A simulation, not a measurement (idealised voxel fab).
Process module heading - voxel trench capacitor
Section cut is 165 nm wide and gridded with 5 nm square cells.
When this document writes out a cross-section, it uses a grid of square cells and lists it as bands, beginning at the top and moving down, with a band standing for one or more rows of cells. Basically the band line says how high the top is and how high the bottom is, in nm, and then what's in it from left to right, every material with its width in nm. Empty space shows up as "empty", and if a single material carries "throughout" it runs the full band edge to edge. Where do heights start? At 0: under that level the wafer as delivered is made of one material only. And the lowest band has no floor; it just carries on downward, as in "0 nm and below". Width: "30..40" (first number = top row, second number = bottom row, same change from row to row of cells). Reading "remained unchanged" for a step: not a cell of the cross-section changed in it. Look at "Trapped voids" for the closed voids: empty spaces with no open path to the top, sized 8 cells or up. Each is width x height at distance, distance from the left edge, all nm. Note: text after step settings on the step line = simulator remark on that step. You can add "overlay nm" to a step's line. For a step with a mask, it describes how far the mask lay to the right of its planned position, and a negative number describes a lay to the left.

Steps planned for the process
| 1 | RECEIVE | material Si |
| 2 | CONFORMAL_DEP | material SiN | thk nm 10 |
| 3 | MASKED_ETCH | tone open | mask id TRENCH | width nm 30 | pitch nm 50 | etch materials SiN | depth nm 10 | overlay nm 0 |
| 4 | MASKED_ETCH | tone open | mask id TRENCH | width nm 30 | pitch nm 50 | etch materials Si | depth nm 25 | overlay nm 0 |
| 5 | CONFORMAL_DEP | material Al2O3 | thk nm 5 |
| 6 | CONFORMAL_DEP | material TiN | thk nm 5 |
| 7 | FILL_DEP | material W | thk nm 10 |
| 8 | CMP | height nm 10 |

This is the cross-section of the wafer as we received it, i.e. after step 1
	0 nm and below | Si throughout
	Trapped voids: none

As-planned run: cross-section of the first of two wafers at end of module
	10 nm to 0 nm | 15 nm SiN, then 5 nm Al2O3, then 5 nm TiN, then 10 nm W, then 5 nm TiN, then 5 nm Al2O3, then 20 nm SiN, then 5 nm Al2O3, then 5 nm TiN, then 10 nm W, then 5 nm TiN, then 5 nm Al2O3, then 20 nm SiN, then 5 nm Al2O3, then 5 nm TiN, then 10 nm W, then 5 nm TiN, then 5 nm Al2O3, then 20 nm SiN
	0 nm to -15 nm | 15 nm Si, then 5 nm Al2O3, then 5 nm TiN, then 10 nm W, then 5 nm TiN, then 5 nm Al2O3, then 20 nm Si, then 5 nm Al2O3, then 5 nm TiN, then 10 nm W, then 5 nm TiN, then 5 nm Al2O3, then 20 nm Si, then 5 nm Al2O3, then 5 nm TiN, then 10 nm W, then 5 nm TiN, then 5 nm Al2O3, then 20 nm Si
	-15 nm to -20 nm | 15 nm Si, then 5 nm Al2O3, then 20 nm TiN, then 5 nm Al2O3, then 20 nm Si, then 5 nm Al2O3, then 20 nm TiN, then 5 nm Al2O3, then 20 nm Si, then 5 nm Al2O3, then 20 nm TiN, then 5 nm Al2O3, then 20 nm Si
	-20 nm to -25 nm | 15 nm Si, then 30 nm Al2O3, then 20 nm Si, then 30 nm Al2O3, then 20 nm Si, then 30 nm Al2O3, then 20 nm Si
	-25 nm and below | Si throughout
	Trapped voids: none

Second wafer through the module, sectioned at the end: same beginning and same plan as the first wafer, with one mistake in carrying it out
	10 nm to 0 nm | 15 nm SiN, then 5 nm Al2O3, then 5 nm TiN, then 10 nm W, then 5 nm TiN, then 5 nm Al2O3, then 20 nm SiN, then 5 nm Al2O3, then 5 nm TiN, then 10 nm W, then 5 nm TiN, then 5 nm Al2O3, then 20 nm SiN, then 5 nm Al2O3, then 5 nm TiN, then 10 nm W, then 5 nm TiN, then 5 nm Al2O3, then 20 nm SiN
	0 nm to -40 nm | 15 nm Si, then 5 nm Al2O3, then 5 nm TiN, then 10 nm W, then 5 nm TiN, then 5 nm Al2O3, then 20 nm Si, then 5 nm Al2O3, then 5 nm TiN, then 10 nm W, then 5 nm TiN, then 5 nm Al2O3, then 20 nm Si, then 5 nm Al2O3, then 5 nm TiN, then 10 nm W, then 5 nm TiN, then 5 nm Al2O3, then 20 nm Si
	-40 nm to -45 nm | 15 nm Si, then 5 nm Al2O3, then 20 nm TiN, then 5 nm Al2O3, then 20 nm Si, then 5 nm Al2O3, then 20 nm TiN, then 5 nm Al2O3, then 20 nm Si, then 5 nm Al2O3, then 20 nm TiN, then 5 nm Al2O3, then 20 nm Si
	-45 nm to -50 nm | 15 nm Si, then 30 nm Al2O3, then 20 nm Si, then 30 nm Al2O3, then 20 nm Si, then 30 nm Al2O3, then 20 nm Si
	-50 nm and below | Si throughout
	Trapped voids: none
The plan and the run diverged here: step 4 of the plan was executed twice over
Final difference in cells, second wafer against first, listed per material as more or fewer: Al2O3 +30, Si -90, TiN +30, W +30
